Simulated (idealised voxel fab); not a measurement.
Process module heading - voxel plated lines
Square cell edge 5 nm, section width 270 nm, ID cut.
Square cells in a grid make up a cross-section in this document, and the grid is given as bands, listed from the top down, each one or more rows of cells. Heights first: top, then bottom, in nm. Then materials, left to right, each with a width in nm. "everywhere" on a single material: fills the band edge to edge. "empty": empty space. Ref level 0: as-received wafer is one material below here. Bottom band extends down with no lower bound ("0 down"). Read "30 to 40" as a graded width: first number on top, second number at the bottom, same change between each pair of neighbouring rows. You'll sometimes find "all unchanged" written for a step, and that's the way of saying that nowhere in the cross-section did a cell change during that step. Each empty space that has no open way to the top and spans at least 8 cells appears under "Non-vented voids" as width x height at distance, the distance counted from the left edge, all in nm. On a step's line, text after the settings is the simulator commenting on that step. "overlay nm" denotes, for a step that has a mask, the displacement of the mask to the right of its planned place, with negative values corresponding to the left.
**The following list gives the planned process steps**
1 RECEIVE with material Si
2 CONFORMAL_DEP with material SiO2, thk nm 15
3 DIRECTIONAL_DEP with material TiN, thk nm 5
4 PATTERN with tone open, mask id LINES, material resist, width nm 15, pitch nm 35, thk nm 15, overlay nm 0
5 EPI with material Ru, thk nm 10
6 STRIP with etch materials resist
7 DIRECTIONAL_ETCH with etch materials TiN, depth nm 5
8 CONFORMAL_DEP with material SiO2, thk nm 10
**This is the cross-section of the wafer as we received it, i.e. after step 1**
  0 down  Si everywhere
  Non-vented voids: none
**End-of-module XS, first of two wafers, run as planned**
  40 to 30  80 of empty / 105 of SiO2 / 85 of empty
  30 to 25  80 of empty / 10 of SiO2 / 15 of Ru / 20 of SiO2 / 15 of Ru / 20 of SiO2 / 15 of Ru / 10 of SiO2 / 85 of empty
  25 to 20  90 of SiO2 / 15 of Ru / 20 of SiO2 / 15 of Ru / 20 of SiO2 / 15 of Ru / 95 of SiO2
  20 to 15  90 of SiO2 / 15 of TiN / 20 of SiO2 / 15 of TiN / 20 of SiO2 / 15 of TiN / 95 of SiO2
  15 to 0  SiO2 everywhere
  0 down  Si everywhere
  Non-vented voids: none
**Cross-section, second wafer: same start as the first, same plan as the first, one mistake in running it; taken at the end of the module**
  40 to 30  70 of empty / 105 of SiO2 / 95 of empty
  30 to 25  70 of empty / 10 of SiO2 / 15 of Ru / 20 of SiO2 / 15 of Ru / 20 of SiO2 / 15 of Ru / 10 of SiO2 / 95 of empty
  25 to 20  80 of SiO2 / 15 of Ru / 20 of SiO2 / 15 of Ru / 20 of SiO2 / 15 of Ru / 105 of SiO2
  20 to 15  80 of SiO2 / 15 of TiN / 20 of SiO2 / 15 of TiN / 20 of SiO2 / 15 of TiN / 105 of SiO2
  15 to 0  SiO2 everywhere
  0 down  Si everywhere
  Non-vented voids: none
The plan and the run diverged here: planned and actual differ for step 4; actual: PATTERN with tone open, mask id LINES, material resist, width nm 15, pitch nm 35, thk nm 15, overlay nm -10
Final wafers compared: equal cell tally per material, rearranged layout.
